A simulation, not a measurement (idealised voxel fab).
The document below concerns the process module designated voxel released beams.
Xsec cut, 155 nm wide, square cell size 5 nm.
Cross-section spec: square-cell grid; bands listed top down; each band is one or more rows.
Band: top height; bottom height; in nm. Then, left to right: material with width in nm, for each material. "throughout": a single material spanning edge to edge. "air": empty space.
Height datum 0, below which the as-received substrate wafer is one material. Lowest band open at the bottom, running downward: "0 and below".
Width spec "30 to 40" -> top row of cells at first value, bottom row at second value, equal per-row change in between.
When a step is marked "same as before", none of the cells in the cross-section changed during that step.
In the "Sealed cavities" entry, you get each enclosed empty space of 8 cells or more, one with no open way to the top, written width x height at distance, distance from the left edge, in nm.
Heads up: the bit after the settings on a step's line is the simulator's remark on that step.
If you see "overlay nm" on a step's line and that step has a mask, it's telling you how far right of where it was planned the mask ended up; a negative number means it went left instead.
**Steps in the process plan**
- 1: RECEIVE, material Si
- 2: CONFORMAL_DEP, material SiN, thk nm 10
- 3: DIRECTIONAL_DEP, material SiO2, thk nm 20
- 4: MASKED_ETCH, tone open, mask id ANCHOR, width nm 45, etch materials SiO2, depth nm 20, overlay nm 0
- 5: CONFORMAL_DEP, material polySi, thk nm 15
- 6: PATTERN, tone cover, mask id BEAM, material resist, width nm 100, thk nm 15, overlay nm 0
- 7: DIRECTIONAL_ETCH, etch materials polySi, depth nm 15
- 8: STRIP, etch materials resist
- 9: STRIP, etch materials SiO2
**The first of two wafers, run as planned**
**Wafer cross-section on receipt, i.e. after step 1**
	0 and below | Si throughout
	Sealed cavities: none
**Cross-section of the wafer subsequent to step 2**
	10 down to 0 | SiN throughout
	Below 0 it's all the same as before, nothing changed down there.
**Cross-section of the wafer subsequent to step 3**
	30 down to 10 | SiO2 throughout
	Below 10 it's all the same as before, nothing changed down there.
**Cross-section of the wafer subsequent to step 4**
	30 down to 10 | 30 nm SiO2 | 45 nm air | 80 nm SiO2
	Below 10 it's all the same as before, nothing changed down there.
**Cross-section of the wafer subsequent to step 5**
	45 down to 30 | 45 nm polySi | 15 nm air | 95 nm polySi
	30 down to 25 | 30 nm SiO2 | 15 nm polySi | 15 nm air | 15 nm polySi | 80 nm SiO2
	25 down to 10 | 30 nm SiO2 | 45 nm polySi | 80 nm SiO2
	Below 10 it's all the same as before, nothing changed down there.
**Cross-section of the wafer subsequent to step 6**
	60 down to 45 | 25 nm air | 100 nm resist | 30 nm air
	45 down to 30 | 45 nm polySi | 15 nm resist | 95 nm polySi
	30 down to 25 | 30 nm SiO2 | 15 nm polySi | 15 nm resist | 15 nm polySi | 80 nm SiO2
	Below 25 it's all the same as before, nothing changed down there.
**Cross-section of the wafer subsequent to step 7**
	60 down to 45 | 25 nm air | 100 nm resist | 30 nm air
	45 down to 30 | 25 nm air | 20 nm polySi | 15 nm resist | 65 nm polySi | 30 nm air
	Below 30 it's all the same as before, nothing changed down there.
**Cross-section of the wafer subsequent to step 8**
	45 down to 30 | 25 nm air | 20 nm polySi | 15 nm air | 65 nm polySi | 30 nm air
	30 down to 25 | 30 nm SiO2 | 15 nm polySi | 15 nm air | 15 nm polySi | 80 nm SiO2
	Below 25 it's all the same as before, nothing changed down there.
**Cross-section of the wafer subsequent to step 9**
	45 down to 30 | 25 nm air | 20 nm polySi | 15 nm air | 65 nm polySi | 30 nm air
	30 down to 25 | 30 nm air | 15 nm polySi | 15 nm air | 15 nm polySi | 80 nm air
	25 down to 10 | 30 nm air | 45 nm polySi | 80 nm air
	Below 10 it's all the same as before, nothing changed down there.
**Second wafer: same start and same plan as the first, one execution error; identical to the first through step 3**
**Cross-section of the second wafer at the time by which step 4 should have been completed according to the plan**
	30 down to 10 | 30 nm air | 45 nm SiO2 | 80 nm air
	Below 10 it's all the same as before, nothing changed down there.
**Cross-section of the second wafer at the time by which step 5 should have been completed according to the plan**
	45 down to 30 | 15 nm air | 75 nm polySi | 65 nm air
	30 down to 25 | 15 nm air | 15 nm polySi | 45 nm SiO2 | 15 nm polySi | 65 nm air
	25 down to 10 | 30 nm polySi | 45 nm SiO2 | 80 nm polySi
	Below 10 it's all the same as before, nothing changed down there.
**Cross-section of the second wafer at the time by which step 6 should have been completed according to the plan**
	60 down to 45 | 25 nm air | 100 nm resist | 30 nm air
	45 down to 30 | 15 nm air | 75 nm polySi | 35 nm resist | 30 nm air
	30 down to 25 | 15 nm air | 15 nm polySi | 45 nm SiO2 | 15 nm polySi | 35 nm resist | 30 nm air
	Below 25 it's all the same as before, nothing changed down there.
**Cross-section of the second wafer at the time by which step 7 should have been completed according to the plan**
	60 down to 45 | 25 nm air | 100 nm resist | 30 nm air
	45 down to 30 | 25 nm air | 65 nm polySi | 35 nm resist | 30 nm air
	30 down to 25 | 15 nm air | 15 nm polySi | 45 nm SiO2 | 15 nm polySi | 35 nm resist | 30 nm air
	25 down to 10 | 15 nm air | 15 nm polySi | 45 nm SiO2 | 50 nm polySi | 30 nm air
	Below 10 it's all the same as before, nothing changed down there.
**Cross-section of the second wafer at the time by which step 8 should have been completed according to the plan**
	45 down to 30 | 25 nm air | 65 nm polySi | 65 nm air
	30 down to 25 | 15 nm air | 15 nm polySi | 45 nm SiO2 | 15 nm polySi | 65 nm air
	Below 25 it's all the same as before, nothing changed down there.
Cross-section of the second wafer at the time by which step 9 should have been completed according to the plan: same as before
Finding, execution versus plan: step 4 ran as: MASKED_ETCH, tone cover, mask id ANCHOR, width nm 45, etch materials SiO2, depth nm 20, overlay nm 0
Count the cells at the end and the second wafer has more or fewer of some materials than the first: SiO2: 36 more
